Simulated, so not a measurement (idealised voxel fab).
process module | voxel self aligned vias
cross-section cut | 195 nm wide | cells 5 nm
A cross-section is a grid of square cells, given in bands from the top down. A band is one or more rows of cells.
Each band's line starts with the height of the band's top and of its bottom, in nm. Then come its materials from left to right, each with its width in nm. One material with "throughout" fills the band from edge to edge. "air" is empty space.
Height 0 is the level under which the wafer as received is all one material. The lowest band goes on downwards, as in "0 down".
A width such as "30 to 40" changes by the same amount from each row of cells to the next, from the band's top row to its bottom row.
"no change" after a step means that no cell of the cross-section changed.
closed voids: empty space of 8 cells or more with no open way to the top, each as width x height at its distance from the left edge, in nm
after a step's settings: what the simulator itself notes on the step
overlay nm, on a step with a mask: how far to the right of its planned place the mask lay; to the left if negative
plan
1 op RECEIVE | material Si
2 op CONFORMAL_DEP | material SiO2 | thk nm 10
3 op CONFORMAL_DEP | material SiCN | thk nm 5
4 op DIRECTIONAL_DEP | material SiO2 | thk nm 30
5 op MASKED_ETCH | tone open | mask id LINES | width nm 20 | pitch nm 60 | etch materials SiO2 | depth nm 30 | overlay nm 0
6 op CONFORMAL_DEP | material TiN | thk nm 5
7 op FILL_DEP | material Ru | thk nm 10
8 op CMP | height nm 45
9 op SELECTIVE_ETCH | etch materials W Ru TiN | depth nm 5
10 op FILL_DEP | material SiN | thk nm 5
11 op CMP | height nm 45
12 op DIRECTIONAL_DEP | material SiO2 | thk nm 20
13 op DIRECTIONAL_DEP | material aC | thk nm 10
14 op PATTERN | tone open | mask id VIAS | material resist | width nm 40 | pitch nm 60 | thk nm 30 | overlay nm 0
15 op DIRECTIONAL_ETCH | etch materials aC | depth nm 10
16 op STRIP | etch materials resist
17 op DIRECTIONAL_ETCH | etch materials SiO2 | depth nm 20
18 op DIRECTIONAL_ETCH | etch materials SiN | depth nm 5
19 op STRIP | etch materials aC
20 op CONFORMAL_DEP | material TiN | thk nm 5
21 op FILL_DEP | material W | thk nm 10
22 op CMP | height nm 65
23 op CONFORMAL_DEP | material SiCN | thk nm 5
as received, after step 1
  0 down: Si throughout
  closed voids: none
first wafer at the end, as planned
  70 to 65: SiCN throughout
  65 to 50: SiO2 45 | TiN 5 | W 30 | TiN 5 | SiO2 20 | TiN 5 | W 30 | TiN 5 | SiO2 50
  50 to 45: SiO2 45 | TiN 15 | W 10 | TiN 15 | SiO2 20 | TiN 15 | W 10 | TiN 15 | SiO2 50
  45 to 40: SiO2 55 | TiN 20 | SiO2 40 | TiN 20 | SiO2 60
  40 to 20: SiO2 55 | TiN 5 | Ru 10 | TiN 5 | SiO2 40 | TiN 5 | Ru 10 | TiN 5 | SiO2 60
  20 to 15: SiO2 55 | TiN 20 | SiO2 40 | TiN 20 | SiO2 60
  15 to 10: SiCN throughout
  10 to 0: SiO2 throughout
  0 down: Si throughout
  closed voids: none
second wafer at the end: like start, like plan, one mistake
  70 to 65: SiCN throughout
  65 to 45: SiO2 45 | TiN 5 | W 30 | TiN 5 | SiO2 20 | TiN 5 | W 30 | TiN 5 | SiO2 50
  45 to 40: SiN 45 | TiN 40 | SiN 20 | TiN 40 | SiN 50
  40 to 35: TiN 60 | Ru 10 | TiN 50 | Ru 10 | TiN 65
  35 to 10: SiO2 55 | TiN 5 | Ru 10 | TiN 5 | SiO2 40 | TiN 5 | Ru 10 | TiN 5 | SiO2 60
  10 to 5: SiO2 55 | TiN 20 | SiO2 40 | TiN 20 | SiO2 60
  5 to 0: SiCN throughout
  0 down: Si throughout
  closed voids: none
what went wrong: step 2 was left out
at the end the second wafer has, in cells: 8 more of Ru | 23 more of SiN | 78 fewer of SiO2 | 39 more of TiN | 8 more of W
